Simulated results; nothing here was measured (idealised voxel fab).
A process module follows: voxel released beams.
It is cross-section cut that appears here, measuring 200 nm in width, its square cells being 5 nm in size.
Cross-section spec: square-cell grid; bands listed top down; each band is one or more rows. Band entry format. Leading values: height of top, height of bottom, nm. Remainder: materials in left-to-right order, each with its width in nm. Special words: "everywhere" on a single material, which then fills the band edge to edge; "blank", empty space. The level at which height equals 0 is the one under which the wafer, as it arrives, is entirely one material. No lower edge exists for the bottom band, which continues downward and is notated as in "top 0, no bottom". The notation "30 to 40" denotes a width that varies across the rows of cells in the band, beginning at the first number in the top row, finishing at the second number in the bottom row, and changing by an identical amount from each row to the next. Take "no alteration" at face value: in the step it is given for, the cross-section changed in none of its cells. Look at "Enclosed void entries" for the closed voids: empty spaces with no open path to the top, sized 8 cells or up. Each is width x height at distance, distance from the left edge, all nm. Whatever follows a step's settings on its line is a remark the simulator itself makes about that step. Regarding "overlay nm": on a step with a mask, it is the distance the mask lay to the right of its planned place; a negative value places it to the left.
## Below is the list of planned process steps
1) RECEIVE with material Si
2) CONFORMAL_DEP with material Al2O3, thk nm 10
3) DIRECTIONAL_DEP with material SiO2, thk nm 20
4) PATTERN with tone open, mask id ANCHOR, material resist, width nm 15, thk nm 20, overlay nm 0
5) DIRECTIONAL_ETCH with etch materials SiO2, depth nm 20
6) STRIP with etch materials resist
7) CONFORMAL_DEP with material W, thk nm 10
8) MASKED_ETCH with tone cover, mask id BEAM, width nm 90, etch materials W, depth nm 10, overlay nm 0
9) STRIP with etch materials SiO2
The plan's step 4 width nm is the first wafer's value; the wafers differ in this setting and start identical.
## As-received cross-section, first of several wafers, post step 1
- top 0, no bottom | Si everywhere
- Enclosed void entries: none
## Rows = wafers. At module end, each row lists per material the cells gained (+) or lost (-) since the wafer was received, then the closed voids
width nm 15 | +80 Al2O3 | +48 W | Enclosed void entries: none
width nm 20 | +80 Al2O3 | +52 W | Enclosed void entries: none
width nm 25 | +80 Al2O3 | +52 W | Enclosed void entries: none
width nm 30 | +80 Al2O3 | +52 W | Enclosed void entries: none
width nm 35 | +80 Al2O3 | +52 W | Enclosed void entries: none
width nm 40 | +80 Al2O3 | +52 W | Enclosed void entries: none
